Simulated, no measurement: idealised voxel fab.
process module | voxel air gaps
For reference, the cross-section in this document is cut, with width 295 nm and square cells of 5 nm.
This document writes a cross-section as a grid whose cells are square, and gives it as bands, listed from the top down; one or more rows of cells form a band.
It is stipulated that each band's entry specify, in nanometres, the height of the top of the band and then that of its bottom, followed by the materials of the band in left-to-right sequence, each together with its width in nanometres. A single material marked by the word "all across" is understood to fill the band from edge to edge; the word "empty" is understood to denote empty space.
It should be noted that heights are counted from 0, beneath which the wafer as supplied is of one material throughout, and that the lowest band possesses no lower boundary but continues downward, as written in "0..down".
Width spec "30->40" -> top row of cells at first value, bottom row at second value, equal per-row change in between.
"identical to before" (step): cross-section cells unchanged, all of them.
You'll see "Enclosed void catalog" listing empty spaces that have no way open to the top, as long as they're 8 cells or more; the notation is width x height at distance, where the distance is from the left edge, and all of it is in nm.
Post-settings text on a step line: simulator's own remark regarding the step.
overlay nm: mask right of planned place by this much (step with mask). Neg. = left.
Steps in the process plan
1,op RECEIVE | material Si
2,op CONFORMAL_DEP | material SiO2 | thk nm 15
3,op CONFORMAL_DEP | material SiCN | thk nm 5
4,op DIRECTIONAL_DEP | material lowk | thk nm 40
5,op MASKED_ETCH | tone open | mask id LINES | width nm 20 | pitch nm 50 | etch materials lowk | depth nm 40 | overlay nm 0
6,op CONFORMAL_DEP | material TiN | thk nm 5
7,op FILL_DEP | material W | thk nm 5
8,op CMP | height nm 60
9,op EPI | material Ru | thk nm 10
10,op SELECTIVE_ETCH | etch materials lowk | depth nm 50
11,op CONFORMAL_DEP | material SiCN | thk nm 5
Here's what the wafer looked like in cross-section when it arrived - that's after step 1
0..down  Si all across
Enclosed void catalog: none
The first of the two wafers as seen in cross-section once the module was finished; processing followed the plan
75..70  45 of empty, 200 of SiCN, 50 of empty
70..60  45 of empty, 5 of SiCN, 40 of Ru, 10 of SiCN, 40 of Ru, 10 of SiCN, 40 of Ru, 10 of SiCN, 40 of Ru, 5 of SiCN, 50 of empty
60..55  45 of empty, 15 of SiCN, 5 of TiN, 10 of W, 5 of TiN, 30 of SiCN, 5 of TiN, 10 of W, 5 of TiN, 30 of SiCN, 5 of TiN, 10 of W, 5 of TiN, 30 of SiCN, 5 of TiN, 10 of W, 5 of TiN, 15 of SiCN, 50 of empty
55..25  55 of empty, 5 of SiCN, 5 of TiN, 10 of W, 5 of TiN, 5 of SiCN, 20 of empty, 5 of SiCN, 5 of TiN, 10 of W, 5 of TiN, 5 of SiCN, 20 of empty, 5 of SiCN, 5 of TiN, 10 of W, 5 of TiN, 5 of SiCN, 20 of empty, 5 of SiCN, 5 of TiN, 10 of W, 5 of TiN, 5 of SiCN, 60 of empty
25..20  60 of SiCN, 20 of TiN, 30 of SiCN, 20 of TiN, 30 of SiCN, 20 of TiN, 30 of SiCN, 20 of TiN, 65 of SiCN
20..15  SiCN all across
15..0  SiO2 all across
0..down  Si all across
Enclosed void catalog: 20 x 30 at 85; 20 x 30 at 135; 20 x 30 at 185
Cross-section at end of module for the second wafer of two, which matched the first in starting point and plan and differed by one mistake in its processing
80..75  SiCN all across
75..65  Ru all across
65..60  65 of TiN, 10 of W, 40 of TiN, 10 of W, 40 of TiN, 10 of W, 40 of TiN, 10 of W, 70 of TiN
60..25  60 of lowk, 5 of TiN, 10 of W, 5 of TiN, 30 of lowk, 5 of TiN, 10 of W, 5 of TiN, 30 of lowk, 5 of TiN, 10 of W, 5 of TiN, 30 of lowk, 5 of TiN, 10 of W, 5 of TiN, 65 of lowk
25..20  60 of lowk, 20 of TiN, 30 of lowk, 20 of TiN, 30 of lowk, 20 of TiN, 30 of lowk, 20 of TiN, 65 of lowk
20..15  SiCN all across
15..0  SiO2 all across
0..down  Si all across
Enclosed void catalog: none
Heads up, the wafer didn't run the way we planned it: contrary to plan, step 8 was performed as op CMP | height nm 65
Once processing is complete, comparing cell counts shows that the second wafer has more or fewer of certain materials than the first: Ru +54, SiCN -112, TiN +51, W +8, lowk +344
On completion, 0 closed voids are found in the second wafer, whereas the first wafer has 3.
